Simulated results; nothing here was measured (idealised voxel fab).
Process module heading - voxel self aligned vias
Section cut is 220 nm wide and gridded with 5 nm square cells.
We lay out every cross-section as a grid of square cells and spell it out in bands from the top down, where one band means one or more rows of cells. Per band: top height and bottom height in nm, followed by the left-to-right materials and their widths in nm; "full width" marks a single material spanning edge to edge, "blank" marks empty space. Height is counted from the level 0, under which the received wafer is composed throughout of one material. The lowest of the bands is not closed at the bottom but continues downward, in the notation "0 and below". A width given as "30 to 40" starts at the first number in the band's top row and ends at the second number in its bottom row, shifting by an equal amount at every step from row to row. Given "all unchanged" for a step, no cell of the cross-section differs between before and after that step. If an empty space has no open way to the top and is at least 8 cells in size, "Non-vented voids" lists it, written width x height at distance, where distance is measured from the left edge and every value is in nm. Post-settings text on a step line: simulator's own remark regarding the step. When a step includes a mask, the "overlay nm" setting on its line states how far to the right of its planned place that mask lay, and negative values state how far to the left.

Planned step list for the process:
1: RECEIVE (material Si)
2: CONFORMAL_DEP (material SiO2; thk nm 10)
3: CONFORMAL_DEP (material SiCN; thk nm 5)
4: DIRECTIONAL_DEP (material SiO2; thk nm 20)
5: MASKED_ETCH (tone open; mask id LINES; width nm 25; pitch nm 65; etch materials SiO2; depth nm 20; overlay nm 0)
6: CONFORMAL_DEP (material TiN; thk nm 5)
7: FILL_DEP (material W; thk nm 10)
8: CMP (height nm 35)
9: SELECTIVE_ETCH (etch materials W Ru TiN; depth nm 5)
10: FILL_DEP (material SiN; thk nm 5)
11: CMP (height nm 35)
12: DIRECTIONAL_DEP (material SiO2; thk nm 15)
13: MASKED_ETCH (tone open; mask id VIAS; width nm 35; etch materials SiO2; depth nm 15; overlay nm 0)
14: MASKED_ETCH (tone open; mask id VIAS; width nm 35; etch materials SiN; depth nm 5; overlay nm 0)
15: CONFORMAL_DEP (material TiN; thk nm 5)
16: FILL_DEP (material Cu; thk nm 5)
17: CMP (height nm 50)
18: CONFORMAL_DEP (material SiCN; thk nm 5)
All wafers enter the flow in the same state. The thk nm at step 15 differs from wafer to wafer, and the plan gives the value for the first wafer.

Cross-section of the first of several wafers as received (after step 1):
> 0 and below: Si full width
> Non-vented voids: none

Below: a row per wafer. Contents at end of module: for every material, cells gained since receipt (+) or lost since receipt (-); then closed voids:
thk nm 5; +13 Cu; +88 SiCN; +5 SiN; +335 SiO2; +31 TiN; +12 W; Non-vented voids: none
thk nm 10; +4 Cu; +88 SiCN; +5 SiN; +335 SiO2; +40 TiN; +12 W; Non-vented voids: none
thk nm 15; +88 SiCN; +5 SiN; +335 SiO2; +44 TiN; +12 W; Non-vented voids: none
thk nm 20; +88 SiCN; +5 SiN; +335 SiO2; +44 TiN; +12 W; Non-vented voids: none
